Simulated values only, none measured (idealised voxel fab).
Module name: voxel gate over fins (process module)
Square cell edge 5 nm, section width 180 nm, ID cut.
A cross-section is written here as square cells arranged in a grid, and it is given in bands from the top down, each band taking up one or more rows of cells.
Band: top and bottom heights (nm) first, top before bottom; then materials from left to right, widths in nm. "everywhere" marks a sole material filling the band edge to edge. "air" denotes empty space.
Basically, 0 is our baseline, since under it the wafer straight out of the box is all one material. The bottom band has no lower end and keeps on going down, so it looks like "0 down".
Width "30..40": first value at the band's top row of cells, second value at its bottom row, equal change from row to row.
"nothing got changed" (step): cross-section cells unchanged, all of them.
"Closed internal cavities" contains a list of empty spaces, each no smaller than 8 cells and without an open way to the top, written in the form width x height at distance with the distance from the left edge and all three in nm.
Post-settings text on a step line: simulator's own remark regarding the step.
The "overlay nm" setting may appear on a step's line; for a step that uses a mask, it gives how far to the right of its planned position the mask lay, and a negative value indicates the left.
**The following list gives the planned process steps**
1: RECEIVE: material Si
2: CONFORMAL_DEP: material SiN, thk nm 5
3: PATTERN: tone cover, mask id FINS, material resist, width nm 15, pitch nm 35, thk nm 15, overlay nm 0
4: DIRECTIONAL_ETCH: etch materials SiN, depth nm 5
5: DIRECTIONAL_ETCH: etch materials Si, depth nm 35
6: STRIP: etch materials resist
7: FILL_DEP: material SiO2, thk nm 5
8: CMP: height nm 5
9: SELECTIVE_ETCH: etch materials SiO2, depth nm 15
10: STRIP: etch materials SiN
11: CONFORMAL_DEP: material HfO2, thk nm 5
12: CONFORMAL_DEP: material TiN, thk nm 5
13: FILL_DEP: material W, thk nm 10
14: CMP: height nm 15
15: CONFORMAL_DEP: material SiN, thk nm 5
**Shown in cross-section is the wafer as received, that is, as it stands after step 1**
  0 down = Si everywhere
  Closed internal cavities: none
**Sectioned view, first of two wafers, at the close of the module, processed as intended in the plan**
  20 to 15 = SiN everywhere
  15 to 10 = W everywhere
  10 to 5 = 35 of W; 105 of TiN; 40 of W
  5 to 0 = 35 of W; 5 of TiN; 25 of HfO2; 10 of TiN; 25 of HfO2; 10 of TiN; 25 of HfO2; 5 of TiN; 40 of W
  0 to -5 = 40 of TiN; 5 of HfO2; 15 of Si; 5 of HfO2; 10 of TiN; 5 of HfO2; 15 of Si; 5 of HfO2; 10 of TiN; 5 of HfO2; 15 of Si; 5 of HfO2; 45 of TiN
  -5 to -10 = 45 of HfO2; 15 of Si; 20 of HfO2; 15 of Si; 20 of HfO2; 15 of Si; 50 of HfO2
  -10 to -35 = 45 of SiO2; 15 of Si; 20 of SiO2; 15 of Si; 20 of SiO2; 15 of Si; 50 of SiO2
  -35 down = Si everywhere
  Closed internal cavities: none
**End-of-module cross-section of the second wafer: identical starting point and process plan to the first, with one processing mistake**
  20 to 15 = SiN everywhere
  15 to 10 = W everywhere
  10 to 5 = 35 of W; 105 of TiN; 40 of W
  5 to 0 = 35 of W; 5 of TiN; 25 of W; 10 of TiN; 25 of W; 10 of TiN; 25 of W; 5 of TiN; 40 of W
  0 to -5 = 40 of TiN; 5 of W; 15 of Si; 5 of W; 10 of TiN; 5 of W; 15 of Si; 5 of W; 10 of TiN; 5 of W; 15 of Si; 5 of W; 45 of TiN
  -5 to -10 = 45 of W; 15 of Si; 20 of W; 15 of Si; 20 of W; 15 of Si; 50 of W
  -10 to -35 = 45 of SiO2; 15 of Si; 20 of SiO2; 15 of Si; 20 of SiO2; 15 of Si; 50 of SiO2
  -35 down = Si everywhere
  Closed internal cavities: none
What broke from the plan during processing? contrary to plan, step 11 was performed as CONFORMAL_DEP: material W, thk nm 5
The second wafer ends with more or fewer cells of some materials than the first, per final count: 48 fewer of HfO2 | 48 more of W
